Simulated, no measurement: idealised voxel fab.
The name of this process module is voxel tone inversion.
Square cells of 5 nm make up the cross-section cut, whose width is 295 nm.
Think of the cross-section as a grid of square cells. We describe it in bands, top to bottom, and each band covers one or more rows of those cells. In this notation a band is specified by the heights of its top and bottom, in that order and in nm, after which its materials appear from left to right, each paired with its width in nm. The word "everywhere" attached to a single material means that material fills the band from edge to edge; the word "empty" stands for empty space. Below 0: as-received wafer, all one material; heights counted from there. Lowest band: no bottom, goes on down, written "from 0 down". The width entry "30..40" should be interpreted row by row: the top row of cells in the band takes the first number, the bottom row takes the second number, and the change between adjacent rows is uniform throughout. Basically "stayed the same" means that step didn't change any cell in the cross-section. Closed-off voids of 8+ cells (no open route to the top) go in "Closed cavities", written width x height at distance from the left edge, in nm. Where a step's line continues beyond its settings, the continuation is a remark by the simulator itself on that step. overlay nm: how far to the right of its planned place the mask lay on this masked step (negative: to the left).
So here's the lineup of process steps we planned
step 1: RECEIVE [material Si]
step 2: CONFORMAL_DEP [material SiCN] [thk nm 10]
step 3: DIRECTIONAL_DEP [material polySi] [thk nm 25]
step 4: PATTERN [tone cover] [mask id POSTS] [material resist] [width nm 25] [pitch nm 45] [thk nm 35] [overlay nm 0]
step 5: DIRECTIONAL_ETCH [etch materials polySi] [depth nm 25]
step 6: STRIP [etch materials resist]
step 7: FILL_DEP [material lowk] [thk nm 5]
step 8: CMP [height nm 35]
step 9: STRIP [etch materials polySi]
step 10: CONFORMAL_DEP [material TiN] [thk nm 5]
step 11: FILL_DEP [material Cu] [thk nm 5]
step 12: CMP [height nm 35]
step 13: CONFORMAL_DEP [material SiCN] [thk nm 5]
Wafer-to-wafer difference: thk nm, step 10. Common start. Plan = first wafer's value.
As received, i.e. after step 1: cross-section through the first of several wafers
> from 0 down  Si everywhere
> Closed cavities: none
Depicted here is the first of several wafers in cross-section, at module completion following the last step, step 13
> from 40 to 35  SiCN everywhere
> from 35 to 15  lowk=65 / TiN=5 / Cu=15 / TiN=5 / lowk=20 / TiN=5 / Cu=15 / TiN=5 / lowk=20 / TiN=5 / Cu=15 / TiN=5 / lowk=20 / TiN=5 / Cu=15 / TiN=5 / lowk=70
> from 15 to 10  lowk=65 / TiN=25 / lowk=20 / TiN=25 / lowk=20 / TiN=25 / lowk=20 / TiN=25 / lowk=70
> from 10 to 0  SiCN everywhere
> from 0 down  Si everywhere
> Closed cavities: none
X-section, last wafer, module end
> from 40 to 35  SiCN everywhere
> from 35 to 10  lowk=65 / TiN=25 / lowk=20 / TiN=25 / lowk=20 / TiN=25 / lowk=20 / TiN=25 / lowk=70
> from 10 to 0  SiCN everywhere
> from 0 down  Si everywhere
> Closed cavities: none
Gained (+) or lost (-) cells of each material since receipt, then closed voids: one row per wafer, at the end of the module
thk nm 5, +48 Cu, +177 SiCN, +52 TiN, +195 lowk, Closed cavities: none
thk nm 10, +12 Cu, +177 SiCN, +88 TiN, +195 lowk, Closed cavities: none
thk nm 15, +177 SiCN, +100 TiN, +195 lowk, Closed cavities: none
thk nm 20, +177 SiCN, +100 TiN, +195 lowk, Closed cavities: none
